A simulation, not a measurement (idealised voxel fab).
process module | voxel self aligned vias
cross-section cut | 285 nm wide | cells 5 nm
A cross-section is a grid of square cells, given in bands from the top down. A band is one or more rows of cells.
Each band's line starts with the height of the band's top and of its bottom, in nm. Then come its materials from left to right, each with its width in nm. One material with "throughout" fills the band from edge to edge. "air" is empty space.
Height 0 is the level under which the wafer as received is all one material. The lowest band goes on downwards, as in "0 down".
A width such as "30 to 40" changes by the same amount from each row of cells to the next, from the band's top row to its bottom row.
"no change" after a step means that no cell of the cross-section changed.
closed voids: empty space of 8 cells or more with no open way to the top, each as width x height at its distance from the left edge, in nm
after a step's settings: what the simulator itself notes on the step
overlay nm, on a step with a mask: how far to the right of its planned place the mask lay; to the left if negative
Each pair below shows a cross-section before one step and the cross-section after it, down to the lowest band that changed. The line under each pair gives the step between them, with its settings. The pairs can come from different runs of this module on the same starting wafer, so a pair continues from the pair above only where its "before" says so.
before
  75 to 65: aC 60 | air 45 | aC 15 | air 45 | aC 15 | air 45 | aC 60
  65 to 45: SiO2 60 | air 45 | SiO2 15 | air 45 | SiO2 15 | air 45 | SiO2 60
  45 to 35: SiO2 70 | SiN 25 | SiO2 35 | SiN 25 | SiO2 35 | SiN 25 | SiO2 70
  35 to 25: SiO2 70 | TiN 5 | Ru 15 | TiN 5 | SiO2 35 | TiN 5 | Ru 15 | TiN 5 | SiO2 35 | TiN 5 | Ru 15 | TiN 5 | SiO2 70
  25 to 20: SiO2 70 | TiN 25 | SiO2 35 | TiN 25 | SiO2 35 | TiN 25 | SiO2 70
  20 to 15: SiCN throughout
  15 to 0: SiO2 throughout
  0 down: Si throughout
  closed voids: none
after
  75 to 65: aC 60 | air 45 | aC 15 | air 45 | aC 15 | air 45 | aC 60
  65 to 45: SiO2 60 | air 45 | SiO2 15 | air 45 | SiO2 15 | air 45 | SiO2 60
  45 to 35: SiO2 70 | air 25 | SiO2 35 | air 25 | SiO2 35 | air 25 | SiO2 70
  below 35: unchanged
  closed voids: none
the step between: op DIRECTIONAL_ETCH | etch materials SiN | depth nm 10
before: the cross-section after the pair above
after
  65 to 45: SiO2 60 | air 45 | SiO2 15 | air 45 | SiO2 15 | air 45 | SiO2 60
  below 45: unchanged
  closed voids: none
the step between: op STRIP | etch materials aC
before: the cross-section after the pair above
after
  70 to 65: TiN 65 | air 35 | TiN 25 | air 35 | TiN 25 | air 35 | TiN 65
  65 to 50: SiO2 60 | TiN 5 | air 35 | TiN 5 | SiO2 15 | TiN 5 | air 35 | TiN 5 | SiO2 15 | TiN 5 | air 35 | TiN 5 | SiO2 60
  50 to 40: SiO2 60 to 70 | TiN 15 to 5 | air 15 | TiN 15 to 5 | SiO2 15 to 35 | TiN 15 to 5 | air 15 | TiN 15 to 5 | SiO2 15 to 35 | TiN 15 to 5 | air 15 | TiN 15 to 5 | SiO2 60 to 70
  40 to 35: SiO2 70 | TiN 25 | SiO2 35 | TiN 25 | SiO2 35 | TiN 25 | SiO2 70
  below 35: unchanged
  closed voids: none
the step between: op CONFORMAL_DEP | material TiN | thk nm 5
before: the cross-section after the pair above
after
  75 to 70: Cu throughout
  70 to 65: TiN 65 | Cu 35 | TiN 25 | Cu 35 | TiN 25 | Cu 35 | TiN 65
  65 to 50: SiO2 60 | TiN 5 | Cu 35 | TiN 5 | SiO2 15 | TiN 5 | Cu 35 | TiN 5 | SiO2 15 | TiN 5 | Cu 35 | TiN 5 | SiO2 60
  50 to 40: SiO2 60 to 70 | TiN 15 to 5 | Cu 15 | TiN 15 to 5 | SiO2 15 to 35 | TiN 15 to 5 | Cu 15 | TiN 15 to 5 | SiO2 15 to 35 | TiN 15 to 5 | Cu 15 | TiN 15 to 5 | SiO2 60 to 70
  below 40: unchanged
  closed voids: none
the step between: op FILL_DEP | material Cu | thk nm 5
before: the cross-section after the pair above
after
  65 to 50: SiO2 60 | TiN 5 | Cu 35 | TiN 5 | SiO2 15 | TiN 5 | Cu 35 | TiN 5 | SiO2 15 | TiN 5 | Cu 35 | TiN 5 | SiO2 60
  below 50: unchanged
  closed voids: none
the step between: op CMP | height nm 65
before: the cross-section after the pair above
after
  70 to 65: SiN throughout
  below 65: unchanged
  closed voids: none
the step between: op CONFORMAL_DEP | material SiN | thk nm 5
before
  55 to 45: aC throughout
  45 to 15: SiO2 throughout
  15 to 10: SiCN throughout
  10 to 0: SiO2 throughout
  0 down: Si throughout
  closed voids: none
after
  80 to 55: resist 70 | air 30 | resist 30 | air 30 | resist 30 | air 30 | resist 65
  below 55: unchanged
  closed voids: none
the step between: op PATTERN | tone open | mask id LINES | material resist | width nm 30 | pitch nm 60 | thk nm 25 | overlay nm 0
before: the cross-section after the pair above
after
  70 to 55: resist 70 | air 30 | resist 30 | air 30 | resist 30 | air 30 | resist 65
  55 to 45: aC 70 | air 30 | aC 30 | air 30 | aC 30 | air 30 | aC 65
  below 45: unchanged
  closed voids: none
the step between: op DIRECTIONAL_ETCH | etch materials aC | depth nm 10
before: the cross-section after the pair above
after
  55 to 45: aC 70 | air 30 | aC 30 | air 30 | aC 30 | air 30 | aC 65
  below 45: unchanged
  closed voids: none
the step between: op STRIP | etch materials resist
before: the cross-section after the pair above
after
  55 to 45: aC 70 | air 30 | aC 30 | air 30 | aC 30 | air 30 | aC 65
  45 to 15: SiO2 70 | air 30 | SiO2 30 | air 30 | SiO2 30 | air 30 | SiO2 65
  below 15: unchanged
  closed voids: none
the step between: op DIRECTIONAL_ETCH | etch materials SiO2 | depth nm 30
before: the cross-section after the pair above
after
  45 to 15: SiO2 70 | air 30 | SiO2 30 | air 30 | SiO2 30 | air 30 | SiO2 65
  below 15: unchanged
  closed voids: none
the step between: op STRIP | etch materials aC
before: the cross-section after the pair above
after
  50 to 45: TiN 75 | air 20 | TiN 40 | air 20 | TiN 40 | air 20 | TiN 70
  45 to 20: SiO2 70 | TiN 5 | air 20 | TiN 5 | SiO2 30 | TiN 5 | air 20 | TiN 5 | SiO2 30 | TiN 5 | air 20 | TiN 5 | SiO2 65
  20 to 15: SiO2 70 | TiN 30 | SiO2 30 | TiN 30 | SiO2 30 | TiN 30 | SiO2 65
  below 15: unchanged
  closed voids: none
the step between: op CONFORMAL_DEP | material TiN | thk nm 5
before: the cross-section after the pair above
after
  60 to 50: Ru throughout
  50 to 45: TiN 75 | Ru 20 | TiN 40 | Ru 20 | TiN 40 | Ru 20 | TiN 70
  45 to 20: SiO2 70 | TiN 5 | Ru 20 | TiN 5 | SiO2 30 | TiN 5 | Ru 20 | TiN 5 | SiO2 30 | TiN 5 | Ru 20 | TiN 5 | SiO2 65
  below 20: unchanged
  closed voids: none
the step between: op FILL_DEP | material Ru | thk nm 10
before: the cross-section after the pair above
after
  45 to 20: SiO2 70 | TiN 5 | Ru 20 | TiN 5 | SiO2 30 | TiN 5 | Ru 20 | TiN 5 | SiO2 30 | TiN 5 | Ru 20 | TiN 5 | SiO2 65
  below 20: unchanged
  closed voids: none
the step between: op CMP | height nm 45
before: the cross-section after the pair above
after
  45 to 35: SiO2 70 | air 30 | SiO2 30 | air 30 | SiO2 30 | air 30 | SiO2 65
  below 35: unchanged
  closed voids: none
the step between: op SELECTIVE_ETCH | etch materials W Ru TiN | depth nm 10
before: the cross-section after the pair above
after
  55 to 45: SiN throughout
  45 to 35: SiO2 70 | SiN 30 | SiO2 30 | SiN 30 | SiO2 30 | SiN 30 | SiO2 65
  below 35: unchanged
  closed voids: none
the step between: op FILL_DEP | material SiN | thk nm 10
before: the cross-section after the pair above
after
  45 to 35: SiO2 70 | SiN 30 | SiO2 30 | SiN 30 | SiO2 30 | SiN 30 | SiO2 65
  below 35: unchanged
  closed voids: none
the step between: op CMP | height nm 45
before: the cross-section after the pair above
after
  65 to 45: SiO2 throughout
  below 45: unchanged
  closed voids: none
the step between: op DIRECTIONAL_DEP | material SiO2 | thk nm 20
before: the cross-section after the pair above
after
  75 to 65: aC throughout
  below 65: unchanged
  closed voids: none
the step between: op DIRECTIONAL_DEP | material aC | thk nm 10
before: the cross-section after the pair above
after
  105 to 75: resist 60 | air 45 | resist 15 | air 45 | resist 15 | air 45 | resist 60
  below 75: unchanged
  closed voids: none
the step between: op PATTERN | tone open | mask id VIAS | material resist | width nm 45 | pitch nm 60 | thk nm 30 | overlay nm 0
before: the cross-section after the pair above
after
  95 to 75: resist 60 | air 45 | resist 15 | air 45 | resist 15 | air 45 | resist 60
  75 to 65: aC 60 | air 45 | aC 15 | air 45 | aC 15 | air 45 | aC 60
  below 65: unchanged
  closed voids: none
the step between: op DIRECTIONAL_ETCH | etch materials aC | depth nm 10
before: the cross-section after the pair above
after
  75 to 65: aC 60 | air 45 | aC 15 | air 45 | aC 15 | air 45 | aC 60
  below 65: unchanged
  closed voids: none
the step between: op STRIP | etch materials resist
before: the cross-section after the pair above
after
  75 to 65: aC 60 | air 45 | aC 15 | air 45 | aC 15 | air 45 | aC 60
  65 to 45: SiO2 60 | air 45 | SiO2 15 | air 45 | SiO2 15 | air 45 | SiO2 60
  below 45: unchanged
  closed voids: none
the step between: op DIRECTIONAL_ETCH | etch materials SiO2 | depth nm 20
before: the cross-section after the pair above
after
  75 to 65: aC 60 | air 45 | aC 15 | air 45 | aC 15 | air 45 | aC 60
  65 to 45: SiO2 60 | air 45 | SiO2 15 | air 45 | SiO2 15 | air 45 | SiO2 60
  45 to 35: SiO2 70 | air 30 | SiO2 30 | air 30 | SiO2 30 | air 30 | SiO2 65
  below 35: unchanged
  closed voids: none
the step between: op DIRECTIONAL_ETCH | etch materials SiN | depth nm 10
before: the cross-section after the pair above
after
  65 to 45: SiO2 60 | air 45 | SiO2 15 | air 45 | SiO2 15 | air 45 | SiO2 60
  below 45: unchanged
  closed voids: none
the step between: op STRIP | etch materials aC
before: the cross-section after the pair above
after
  70 to 65: TiN 65 | air 35 | TiN 25 | air 35 | TiN 25 | air 35 | TiN 65
  65 to 50: SiO2 60 | TiN 5 | air 35 | TiN 5 | SiO2 15 | TiN 5 | air 35 | TiN 5 | SiO2 15 | TiN 5 | air 35 | TiN 5 | SiO2 60
  50 to 40: SiO2 60 to 70 | TiN 15 to 5 | air 20 | TiN 10 to 5 | SiO2 15 to 30 | TiN 15 to 5 | air 20 | TiN 10 to 5 | SiO2 15 to 30 | TiN 15 to 5 | air 20 | TiN 10 to 5 | SiO2 60 to 65
  40 to 35: SiO2 70 | TiN 30 | SiO2 30 | TiN 30 | SiO2 30 | TiN 30 | SiO2 65
  below 35: unchanged
  closed voids: none
the step between: op CONFORMAL_DEP | material TiN | thk nm 5
before: the cross-section after the pair above
after
  75 to 70: Cu throughout
  70 to 65: TiN 65 | Cu 35 | TiN 25 | Cu 35 | TiN 25 | Cu 35 | TiN 65
  65 to 50: SiO2 60 | TiN 5 | Cu 35 | TiN 5 | SiO2 15 | TiN 5 | Cu 35 | TiN 5 | SiO2 15 | TiN 5 | Cu 35 | TiN 5 | SiO2 60
  50 to 40: SiO2 60 to 70 | TiN 15 to 5 | Cu 20 | TiN 10 to 5 | SiO2 15 to 30 | TiN 15 to 5 | Cu 20 | TiN 10 to 5 | SiO2 15 to 30 | TiN 15 to 5 | Cu 20 | TiN 10 to 5 | SiO2 60 to 65
  below 40: unchanged
  closed voids: none
the step between: op FILL_DEP | material Cu | thk nm 5
before: the cross-section after the pair above
after
  65 to 50: SiO2 60 | TiN 5 | Cu 35 | TiN 5 | SiO2 15 | TiN 5 | Cu 35 | TiN 5 | SiO2 15 | TiN 5 | Cu 35 | TiN 5 | SiO2 60
  below 50: unchanged
  closed voids: none
the step between: op CMP | height nm 65
before: the cross-section after the pair above
after
  70 to 65: SiN throughout
  below 65: unchanged
  closed voids: none
the step between: op CONFORMAL_DEP | material SiN | thk nm 5
before
  55 to 45: aC throughout
  45 to 15: SiO2 throughout
  15 to 10: SiCN throughout
  10 to 0: SiO2 throughout
  0 down: Si throughout
  closed voids: none
after
  80 to 55: resist 65 | air 25 | resist 35 | air 25 | resist 35 | air 25 | resist 75
  below 55: unchanged
  closed voids: none
the step between: op PATTERN | tone open | mask id LINES | material resist | width nm 25 | pitch nm 60 | thk nm 25 | overlay nm -5
before: the cross-section after the pair above
after
  70 to 55: resist 65 | air 25 | resist 35 | air 25 | resist 35 | air 25 | resist 75
  55 to 45: aC 65 | air 25 | aC 35 | air 25 | aC 35 | air 25 | aC 75
  below 45: unchanged
  closed voids: none
the step between: op DIRECTIONAL_ETCH | etch materials aC | depth nm 10
before: the cross-section after the pair above
after
  55 to 45: aC 65 | air 25 | aC 35 | air 25 | aC 35 | air 25 | aC 75
  below 45: unchanged
  closed voids: none
the step between: op STRIP | etch materials resist
before: the cross-section after the pair above
after
  55 to 45: aC 65 | air 25 | aC 35 | air 25 | aC 35 | air 25 | aC 75
  45 to 15: SiO2 65 | air 25 | SiO2 35 | air 25 | SiO2 35 | air 25 | SiO2 75
  below 15: unchanged
  closed voids: none
the step between: op DIRECTIONAL_ETCH | etch materials SiO2 | depth nm 30
before: the cross-section after the pair above
after
  45 to 15: SiO2 65 | air 25 | SiO2 35 | air 25 | SiO2 35 | air 25 | SiO2 75
  below 15: unchanged
  closed voids: none
the step between: op STRIP | etch materials aC
before: the cross-section after the pair above
after
  50 to 45: TiN 70 | air 15 | TiN 45 | air 15 | TiN 45 | air 15 | TiN 80
  45 to 20: SiO2 65 | TiN 5 | air 15 | TiN 5 | SiO2 35 | TiN 5 | air 15 | TiN 5 | SiO2 35 | TiN 5 | air 15 | TiN 5 | SiO2 75
  20 to 15: SiO2 65 | TiN 25 | SiO2 35 | TiN 25 | SiO2 35 | TiN 25 | SiO2 75
  below 15: unchanged
  closed voids: none
the step between: op CONFORMAL_DEP | material TiN | thk nm 5
before: the cross-section after the pair above
after
  60 to 50: Ru throughout
  50 to 45: TiN 70 | Ru 15 | TiN 45 | Ru 15 | TiN 45 | Ru 15 | TiN 80
  45 to 20: SiO2 65 | TiN 5 | Ru 15 | TiN 5 | SiO2 35 | TiN 5 | Ru 15 | TiN 5 | SiO2 35 | TiN 5 | Ru 15 | TiN 5 | SiO2 75
  below 20: unchanged
  closed voids: none
the step between: op FILL_DEP | material Ru | thk nm 10
before: the cross-section after the pair above
after
  45 to 20: SiO2 65 | TiN 5 | Ru 15 | TiN 5 | SiO2 35 | TiN 5 | Ru 15 | TiN 5 | SiO2 35 | TiN 5 | Ru 15 | TiN 5 | SiO2 75
  below 20: unchanged
  closed voids: none
the step between: op CMP | height nm 45
before: the cross-section after the pair above
after
  45 to 35: SiO2 65 | air 25 | SiO2 35 | air 25 | SiO2 35 | air 25 | SiO2 75
  below 35: unchanged
  closed voids: none
the step between: op SELECTIVE_ETCH | etch materials W Ru TiN | depth nm 10
before: the cross-section after the pair above
after
  55 to 45: SiN throughout
  45 to 35: SiO2 65 | SiN 25 | SiO2 35 | SiN 25 | SiO2 35 | SiN 25 | SiO2 75
  below 35: unchanged
  closed voids: none
the step between: op FILL_DEP | material SiN | thk nm 10
before: the cross-section after the pair above
after
  45 to 35: SiO2 65 | SiN 25 | SiO2 35 | SiN 25 | SiO2 35 | SiN 25 | SiO2 75
  below 35: unchanged
  closed voids: none
the step between: op CMP | height nm 45
before: the cross-section after the pair above
after
  65 to 45: SiO2 throughout
  below 45: unchanged
  closed voids: none
the step between: op DIRECTIONAL_DEP | material SiO2 | thk nm 20
before: the cross-section after the pair above
after
  75 to 65: aC throughout
  below 65: unchanged
  closed voids: none
the step between: op DIRECTIONAL_DEP | material aC | thk nm 10
before: the cross-section after the pair above
after
  105 to 75: resist 60 | air 45 | resist 15 | air 45 | resist 15 | air 45 | resist 60
  below 75: unchanged
  closed voids: none
the step between: op PATTERN | tone open | mask id VIAS | material resist | width nm 45 | pitch nm 60 | thk nm 30 | overlay nm 0
before: the cross-section after the pair above
after
  95 to 75: resist 60 | air 45 | resist 15 | air 45 | resist 15 | air 45 | resist 60
  75 to 65: aC 60 | air 45 | aC 15 | air 45 | aC 15 | air 45 | aC 60
  below 65: unchanged
  closed voids: none
the step between: op DIRECTIONAL_ETCH | etch materials aC | depth nm 10
before: the cross-section after the pair above
after
  75 to 65: aC 60 | air 45 | aC 15 | air 45 | aC 15 | air 45 | aC 60
  below 65: unchanged
  closed voids: none
the step between: op STRIP | etch materials resist
before: the cross-section after the pair above
after
  75 to 65: aC 60 | air 45 | aC 15 | air 45 | aC 15 | air 45 | aC 60
  65 to 45: SiO2 60 | air 45 | SiO2 15 | air 45 | SiO2 15 | air 45 | SiO2 60
  below 45: unchanged
  closed voids: none
the step between: op DIRECTIONAL_ETCH | etch materials SiO2 | depth nm 20
before: the cross-section after the pair above
after
  75 to 65: aC 60 | air 45 | aC 15 | air 45 | aC 15 | air 45 | aC 60
  65 to 45: SiO2 60 | air 45 | SiO2 15 | air 45 | SiO2 15 | air 45 | SiO2 60
  45 to 35: SiO2 65 | air 25 | SiO2 35 | air 25 | SiO2 35 | air 25 | SiO2 75
  below 35: unchanged
  closed voids: none
the step between: op DIRECTIONAL_ETCH | etch materials SiN | depth nm 10
before: the cross-section after the pair above
after
  65 to 45: SiO2 60 | air 45 | SiO2 15 | air 45 | SiO2 15 | air 45 | SiO2 60
  below 45: unchanged
  closed voids: none
the step between: op STRIP | etch materials aC
before: the cross-section after the pair above
after
  70 to 65: TiN 65 | air 35 | TiN 25 | air 35 | TiN 25 | air 35 | TiN 65
  65 to 50: SiO2 60 | TiN 5 | air 35 | TiN 5 | SiO2 15 | TiN 5 | air 35 | TiN 5 | SiO2 15 | TiN 5 | air 35 | TiN 5 | SiO2 60
  50 to 40: SiO2 60 to 65 | TiN 10 to 5 | air 15 | TiN 20 to 5 | SiO2 15 to 35 | TiN 10 to 5 | air 15 | TiN 20 to 5 | SiO2 15 to 35 | TiN 10 to 5 | air 15 | TiN 20 to 5 | SiO2 60 to 75
  40 to 35: SiO2 65 | TiN 25 | SiO2 35 | TiN 25 | SiO2 35 | TiN 25 | SiO2 75
  below 35: unchanged
  closed voids: none
the step between: op CONFORMAL_DEP | material TiN | thk nm 5
before: the cross-section after the pair above
after
  75 to 70: Cu throughout
  70 to 65: TiN 65 | Cu 35 | TiN 25 | Cu 35 | TiN 25 | Cu 35 | TiN 65
  65 to 50: SiO2 60 | TiN 5 | Cu 35 | TiN 5 | SiO2 15 | TiN 5 | Cu 35 | TiN 5 | SiO2 15 | TiN 5 | Cu 35 | TiN 5 | SiO2 60
  50 to 40: SiO2 60 to 65 | TiN 10 to 5 | Cu 15 | TiN 20 to 5 | SiO2 15 to 35 | TiN 10 to 5 | Cu 15 | TiN 20 to 5 | SiO2 15 to 35 | TiN 10 to 5 | Cu 15 | TiN 20 to 5 | SiO2 60 to 75
  below 40: unchanged
  closed voids: none
the step between: op FILL_DEP | material Cu | thk nm 5
before: the cross-section after the pair above
after
  65 to 50: SiO2 60 | TiN 5 | Cu 35 | TiN 5 | SiO2 15 | TiN 5 | Cu 35 | TiN 5 | SiO2 15 | TiN 5 | Cu 35 | TiN 5 | SiO2 60
  below 50: unchanged
  closed voids: none
the step between: op CMP | height nm 65
before: the cross-section after the pair above
after
  70 to 65: SiN throughout
  below 65: unchanged
  closed voids: none
the step between: op CONFORMAL_DEP | material SiN | thk nm 5
before
  70 to 65: TiN 65 | air 35 | TiN 25 | air 35 | TiN 25 | air 35 | TiN 65
  65 to 50: SiO2 60 | TiN 5 | air 35 | TiN 5 | SiO2 15 | TiN 5 | air 35 | TiN 5 | SiO2 15 | TiN 5 | air 35 | TiN 5 | SiO2 60
  50 to 40: SiO2 60 to 70 | TiN 15 to 5 | air 15 | TiN 15 to 5 | SiO2 15 to 35 | TiN 15 to 5 | air 15 | TiN 15 to 5 | SiO2 15 to 35 | TiN 15 to 5 | air 15 | TiN 15 to 5 | SiO2 60 to 70
  40 to 35: SiO2 70 | TiN 25 | SiO2 35 | TiN 25 | SiO2 35 | TiN 25 | SiO2 70
  35 to 20: SiO2 70 | TiN 5 | Ru 15 | TiN 5 | SiO2 35 | TiN 5 | Ru 15 | TiN 5 | SiO2 35 | TiN 5 | Ru 15 | TiN 5 | SiO2 70
  20 to 15: SiO2 70 | TiN 25 | SiO2 35 | TiN 25 | SiO2 35 | TiN 25 | SiO2 70
  15 to 10: SiCN throughout
  10 to 0: SiO2 throughout
  0 down: Si throughout
  closed voids: none
after
  75 to 70: W throughout
  70 to 65: TiN 65 | W 35 | TiN 25 | W 35 | TiN 25 | W 35 | TiN 65
  65 to 50: SiO2 60 | TiN 5 | W 35 | TiN 5 | SiO2 15 | TiN 5 | W 35 | TiN 5 | SiO2 15 | TiN 5 | W 35 | TiN 5 | SiO2 60
  50 to 40: SiO2 60 to 70 | TiN 15 to 5 | W 15 | TiN 15 to 5 | SiO2 15 to 35 | TiN 15 to 5 | W 15 | TiN 15 to 5 | SiO2 15 to 35 | TiN 15 to 5 | W 15 | TiN 15 to 5 | SiO2 60 to 70
  below 40: unchanged
  closed voids: none
the step between: op FILL_DEP | material W | thk nm 5
before: the cross-section after the pair above
after
  65 to 50: SiO2 60 | TiN 5 | W 35 | TiN 5 | SiO2 15 | TiN 5 | W 35 | TiN 5 | SiO2 15 | TiN 5 | W 35 | TiN 5 | SiO2 60
  below 50: unchanged
  closed voids: none
the step between: op CMP | height nm 65
before: the cross-section after the pair above
after
  70 to 65: SiN throughout
  below 65: unchanged
  closed voids: none
the step between: op CONFORMAL_DEP | material SiN | thk nm 5
before
  75 to 65: aC throughout
  65 to 45: SiO2 throughout
  45 to 35: SiO2 70 | SiN 25 | SiO2 35 | SiN 25 | SiO2 35 | SiN 25 | SiO2 70
  35 to 20: SiO2 70 | TiN 5 | Ru 15 | TiN 5 | SiO2 35 | TiN 5 | Ru 15 | TiN 5 | SiO2 35 | TiN 5 | Ru 15 | TiN 5 | SiO2 70
  20 to 15: SiO2 70 | TiN 25 | SiO2 35 | TiN 25 | SiO2 35 | TiN 25 | SiO2 70
  15 to 10: SiCN throughout
  10 to 0: SiO2 throughout
  0 down: Si throughout
  closed voids: none
after
  105 to 75: air 60 | resist 45 | air 15 | resist 45 | air 15 | resist 45 | air 60
  below 75: unchanged
  closed voids: none
the step between: op PATTERN | tone cover | mask id VIAS | material resist | width nm 45 | pitch nm 60 | thk nm 30 | overlay nm 0
before: the cross-section after the pair above
after
  95 to 75: air 60 | resist 45 | air 15 | resist 45 | air 15 | resist 45 | air 60
  75 to 65: air 60 | aC 45 | air 15 | aC 45 | air 15 | aC 45 | air 60
  below 65: unchanged
  closed voids: none
the step between: op DIRECTIONAL_ETCH | etch materials aC | depth nm 10
before: the cross-section after the pair above
after
  75 to 65: air 60 | aC 45 | air 15 | aC 45 | air 15 | aC 45 | air 60
  below 65: unchanged
  closed voids: none
the step between: op STRIP | etch materials resist
before: the cross-section after the pair above
after
  75 to 65: air 60 | aC 45 | air 15 | aC 45 | air 15 | aC 45 | air 60
  65 to 45: air 60 | SiO2 45 | air 15 | SiO2 45 | air 15 | SiO2 45 | air 60
  below 45: unchanged
  closed voids: none
the step between: op DIRECTIONAL_ETCH | etch materials SiO2 | depth nm 20
before: the cross-section after the pair above
after
  65 to 45: air 60 | SiO2 45 | air 15 | SiO2 45 | air 15 | SiO2 45 | air 60
  below 45: unchanged
  closed voids: none
the step between: op STRIP | etch materials aC
before: the cross-section after the pair above
after
  70 to 65: air 55 | TiN 55 | air 5 | TiN 55 | air 5 | TiN 55 | air 55
  65 to 50: air 55 | TiN 5 | SiO2 45 | TiN 5 | air 5 | TiN 5 | SiO2 45 | TiN 5 | air 5 | TiN 5 | SiO2 45 | TiN 5 | air 55
  50 to 45: TiN 60 | SiO2 45 | TiN 15 | SiO2 45 | TiN 15 | SiO2 45 | TiN 60
  below 45: unchanged
  closed voids: none
the step between: op CONFORMAL_DEP | material TiN | thk nm 5
before: the cross-section after the pair above
after
  75 to 70: Cu throughout
  70 to 65: Cu 55 | TiN 55 | Cu 5 | TiN 55 | Cu 5 | TiN 55 | Cu 55
  65 to 50: Cu 55 | TiN 5 | SiO2 45 | TiN 5 | Cu 5 | TiN 5 | SiO2 45 | TiN 5 | Cu 5 | TiN 5 | SiO2 45 | TiN 5 | Cu 55
  below 50: unchanged
  closed voids: none
the step between: op FILL_DEP | material Cu | thk nm 5
before: the cross-section after the pair above
after
  65 to 50: Cu 55 | TiN 5 | SiO2 45 | TiN 5 | Cu 5 | TiN 5 | SiO2 45 | TiN 5 | Cu 5 | TiN 5 | SiO2 45 | TiN 5 | Cu 55
  below 50: unchanged
  closed voids: none
the step between: op CMP | height nm 65
before: the cross-section after the pair above
after
  70 to 65: SiN throughout
  below 65: unchanged
  closed voids: none
the step between: op CONFORMAL_DEP | material SiN | thk nm 5
